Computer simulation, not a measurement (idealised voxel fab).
The name of this process module is voxel fin reveal.
The cross-section on display is named cut; it measures 275 nm wide, and its cells are 5 nm squares.
A cross-section is a grid of square cells, given in bands from the top down. A band is one or more rows of cells.
Each band's line starts with the height of the band's top and of its bottom, in nm. Then come its materials from left to right, each with its width in nm. One material with "everywhere" fills the band from edge to edge. "air" is empty space.
Heights are expressed relative to 0, this being the level below which the as-received wafer comprises one material exclusively. The lowest band is unbounded in the downward direction and is denoted as in "0 -> down".
You'd read "30 to 40" like this: the band's top row of cells is as wide as the first number, its bottom row is as wide as the second, and going down, every row changes width by the same amount as the row before did.
Take "nothing got changed" at face value: in the step it is given for, the cross-section changed in none of its cells.
In the "Fully sealed cavities" entry, you get each enclosed empty space of 8 cells or more, one with no open way to the top, written width x height at distance, distance from the left edge, in nm.
The remark found on a step's line after its settings is issued by the simulator itself and pertains to that step.
You can add "overlay nm" to a step's line. For a step with a mask, it describes how far the mask lay to the right of its planned position, and a negative number describes a lay to the left.

Here's what the planned process steps look like:
| 1 | RECEIVE [material Si] |
| 2 | CONFORMAL_DEP [material SiN] [thk nm 5] |
| 3 | PATTERN [tone cover] [mask id FINS] [material resist] [width nm 15] [pitch nm 35] [thk nm 15] [overlay nm 0] |
| 4 | DIRECTIONAL_ETCH [etch materials SiN] [depth nm 5] |
| 5 | DIRECTIONAL_ETCH [etch materials Si] [depth nm 40] |
| 6 | STRIP [etch materials resist] |
| 7 | FILL_DEP [material SiO2] [thk nm 10] |
| 8 | CMP [height nm 5] |
| 9 | SELECTIVE_ETCH [etch materials SiO2] [depth nm 25] |
| 10 | STRIP [etch materials SiN] |
| 11 | CONFORMAL_DEP [material HfO2] [thk nm 5] |

Cross-section of the wafer upon arrival, representing the state reached after step 1:
* 0 -> down | Si everywhere
* Fully sealed cavities: none

first wafer at the end, as planned:
* 5 -> 0 | air: 70 / HfO2: 25 / air: 10 / HfO2: 25 / air: 10 / HfO2: 25 / air: 10 / HfO2: 25 / air: 75
* 0 -> -15 | air: 70 / HfO2: 5 / Si: 15 / HfO2: 5 / air: 10 / HfO2: 5 / Si: 15 / HfO2: 5 / air: 10 / HfO2: 5 / Si: 15 / HfO2: 5 / air: 10 / HfO2: 5 / Si: 15 / HfO2: 5 / air: 75
* -15 -> -20 | HfO2: 75 / Si: 15 / HfO2: 20 / Si: 15 / HfO2: 20 / Si: 15 / HfO2: 20 / Si: 15 / HfO2: 80
* -20 -> -40 | SiO2: 75 / Si: 15 / SiO2: 20 / Si: 15 / SiO2: 20 / Si: 15 / SiO2: 20 / Si: 15 / SiO2: 80
* -40 -> down | Si everywhere
* Fully sealed cavities: none

Cross-sectional image of the second wafer of the two following completion of the module. Starting state and process plan were the same as for the first wafer; one execution error occurred:
* 5 -> 0 | air: 70 / HfO2: 25 / air: 10 / HfO2: 25 / air: 10 / HfO2: 25 / air: 10 / HfO2: 25 / air: 75
* 0 -> -15 | air: 70 / HfO2: 5 / Si: 15 / HfO2: 5 / air: 10 / HfO2: 5 / Si: 15 / HfO2: 5 / air: 10 / HfO2: 5 / Si: 15 / HfO2: 5 / air: 10 / HfO2: 5 / Si: 15 / HfO2: 5 / air: 75
* -15 -> -20 | HfO2: 75 / Si: 15 / HfO2: 20 / Si: 15 / HfO2: 20 / Si: 15 / HfO2: 20 / Si: 15 / HfO2: 80
* -20 -> -35 | SiO2: 75 / Si: 15 / SiO2: 20 / Si: 15 / SiO2: 20 / Si: 15 / SiO2: 20 / Si: 15 / SiO2: 80
* -35 -> down | Si everywhere
* Fully sealed cavities: none
Heads up, the wafer didn't run the way we planned it: step 5 went in with a setting other than planned; the actual run was DIRECTIONAL_ETCH [etch materials Si] [depth nm 35]
Final comparison by cell count, materials where the second wafer has more or fewer than the first: +43 Si | -43 SiO2
